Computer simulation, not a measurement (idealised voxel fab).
The following is a process module called voxel wiring stack.
Xsec cut, 165 nm wide, square cell size 5 nm.
In what follows, cross-sections appear as grids of square cells, described through bands that run from the top down, where every band is one or more rows of cells. Basically the band line says how high the top is and how high the bottom is, in nm, and then what's in it from left to right, every material with its width in nm. Empty space shows up as "air", and if a single material carries "everywhere" it runs the full band edge to edge. Below 0: as-received wafer, all one material; heights counted from there. Lowest band: no bottom, goes on down, written "0 -> down". Note: "30..40" means the width goes from the first number (top row of the band) to the second number (bottom row) in equal steps per row of cells. The cross-section has no changed cell in any step marked "changes: none". This entry, "Entrapped voids", enumerates those empty regions of no fewer than 8 cells that possess no open connection to the top. Each region is reported in the form width x height at distance, the distance being taken from the left edge, with all three quantities expressed in nm. after a step's settings: what the simulator itself notes on the step. A step line may carry the setting "overlay nm", which, for steps involving a mask, states the distance by which the mask lay to the right of its intended position; negative values denote displacement to the left.
[So here's the lineup of process steps we planned]
1 RECEIVE, material Si
2 CONFORMAL_DEP, material SiO2, thk nm 10
3 CONFORMAL_DEP, material SiCN, thk nm 5
4 DIRECTIONAL_DEP, material lowk, thk nm 25
5 MASKED_ETCH, tone open, mask id METAL_1, width nm 30, pitch nm 45, etch materials lowk, depth nm 25, overlay nm 0
6 MASKED_ETCH, tone open, mask id METAL_1, width nm 30, pitch nm 45, etch materials SiCN, depth nm 5, overlay nm 0
7 CONFORMAL_DEP, material TiN, thk nm 5
8 FILL_DEP, material Cu, thk nm 5
9 CMP, height nm 40
10 EPI, material Ru, thk nm 5
11 FILL_DEP, material SiCN, thk nm 5
12 DIRECTIONAL_DEP, material SiO2, thk nm 30
13 MASKED_ETCH, tone open, mask id METAL_2_HOLES, width nm 15, pitch nm 45, etch materials SiO2, depth nm 30, overlay nm 0
14 PATTERN, tone open, mask id METAL_2, material resist, width nm 30, pitch nm 45, thk nm 20, overlay nm 0
15 DIRECTIONAL_ETCH, etch materials SiO2, depth nm 20
16 DIRECTIONAL_ETCH, etch materials SiCN, depth nm 5
17 STRIP, etch materials resist
18 CONFORMAL_DEP, material TiN, thk nm 5
19 FILL_DEP, material Cu, thk nm 10
20 CMP, height nm 80
21 CONFORMAL_DEP, material SiCN, thk nm 5
22 DIRECTIONAL_DEP, material lowk, thk nm 20
23 PATTERN, tone open, mask id PLUG_2, material resist, width nm 15, thk nm 15, overlay nm 0
24 DIRECTIONAL_ETCH, etch materials lowk, depth nm 20
25 DIRECTIONAL_ETCH, etch materials SiCN, depth nm 5
26 STRIP, etch materials resist
27 CONFORMAL_DEP, material TiN, thk nm 5
28 FILL_DEP, material Cu, thk nm 10
29 CMP, height nm 105
30 CONFORMAL_DEP, material SiCN, thk nm 5
31 DIRECTIONAL_DEP, material SiO2, thk nm 25
32 MASKED_ETCH, tone open, mask id METAL_3, width nm 30, pitch nm 45, etch materials SiO2, depth nm 25, overlay nm 0
33 MASKED_ETCH, tone open, mask id METAL_3, width nm 30, pitch nm 45, etch materials SiCN, depth nm 5, overlay nm 0
34 CONFORMAL_DEP, material TiN, thk nm 5
35 FILL_DEP, material Ru, thk nm 5
36 CMP, height nm 135
37 CONFORMAL_DEP, material SiCN, thk nm 5
38 DIRECTIONAL_DEP, material lowk, thk nm 10
39 MASKED_ETCH, tone open, mask id PLUG_3, width nm 15, etch materials lowk, depth nm 10, overlay nm 0
40 MASKED_ETCH, tone open, mask id PLUG_3, width nm 15, etch materials SiCN, depth nm 5, overlay nm 0
41 CONFORMAL_DEP, material TiN, thk nm 5
42 FILL_DEP, material W, thk nm 10
43 CMP, height nm 150
44 CONFORMAL_DEP, material SiN, thk nm 5
45 DIRECTIONAL_DEP, material SiO2, thk nm 20
46 MASKED_ETCH, tone open, mask id METAL_4, width nm 30, pitch nm 45, etch materials SiO2, depth nm 20, overlay nm 0
47 MASKED_ETCH, tone open, mask id METAL_4, width nm 30, pitch nm 45, etch materials SiN, depth nm 5, overlay nm 0
48 CONFORMAL_DEP, material TiN, thk nm 5
49 FILL_DEP, material Cu, thk nm 10
50 CMP, height nm 175
51 EPI, material Ru, thk nm 5
52 FILL_DEP, material SiCN, thk nm 5
[So this is the incoming wafer in cross-section - it's already been through step 1]
    0 -> down: Si everywhere
    Entrapped voids: none
[Here's the wafer cut in cross-section after the module, started and planned just like above, except one thing was done wrong in the run]
    185 -> 180: SiCN everywhere
    180 -> 175: 40 SiCN, then 40 Ru, then 5 SiCN, then 40 Ru, then 40 SiCN
    175 -> 155: 45 SiO2, then 5 TiN, then 20 Cu, then 5 TiN, then 15 SiO2, then 5 TiN, then 20 Cu, then 5 TiN, then 45 SiO2
    155 -> 150: 45 SiN, then 30 TiN, then 15 SiN, then 30 TiN, then 45 SiN
    150 -> 140: 45 lowk, then 5 TiN, then 5 W, then 5 TiN, then 105 lowk
    140 -> 135: 45 SiCN, then 15 TiN, then 105 SiCN
    135 -> 115: 45 SiO2, then 5 TiN, then 20 Ru, then 5 TiN, then 15 SiO2, then 5 TiN, then 20 Ru, then 5 TiN, then 45 SiO2
    115 -> 110: 45 SiO2, then 30 TiN, then 15 SiO2, then 30 TiN, then 45 SiO2
    110 -> 105: SiO2 everywhere
    105 -> 85: 45 lowk, then 5 TiN, then 5 Cu, then 5 TiN, then 105 lowk
    85 -> 80: 45 SiCN, then 15 TiN, then 105 SiCN
    80 -> 65: 45 SiO2, then 5 TiN, then 20 Cu, then 5 TiN, then 15 SiO2, then 5 TiN, then 20 Cu, then 5 TiN, then 45 SiO2
    65 -> 60: 45 SiO2, then 5 TiN, then 5 Cu, then 20 TiN, then 15 SiO2, then 5 TiN, then 5 Cu, then 20 TiN, then 45 SiO2
    60 -> 50: 45 SiO2, then 5 TiN, then 5 Cu, then 5 TiN, then 30 SiO2, then 5 TiN, then 5 Cu, then 5 TiN, then 60 SiO2
    50 -> 45: 45 SiCN, then 15 TiN, then 30 SiCN, then 15 TiN, then 60 SiCN
    45 -> 40: 40 SiCN, then 40 Ru, then 5 SiCN, then 40 Ru, then 40 SiCN
    40 -> 15: 45 lowk, then 5 TiN, then 20 Cu, then 5 TiN, then 15 lowk, then 5 TiN, then 20 Cu, then 5 TiN, then 45 lowk
    15 -> 10: 45 SiCN, then 30 TiN, then 15 SiCN, then 30 TiN, then 45 SiCN
    10 -> 0: SiO2 everywhere
    0 -> down: Si everywhere
    Entrapped voids: none
Misprocessing identified: contrary to plan, step 30 was performed as CONFORMAL_DEP, material SiO2, thk nm 5
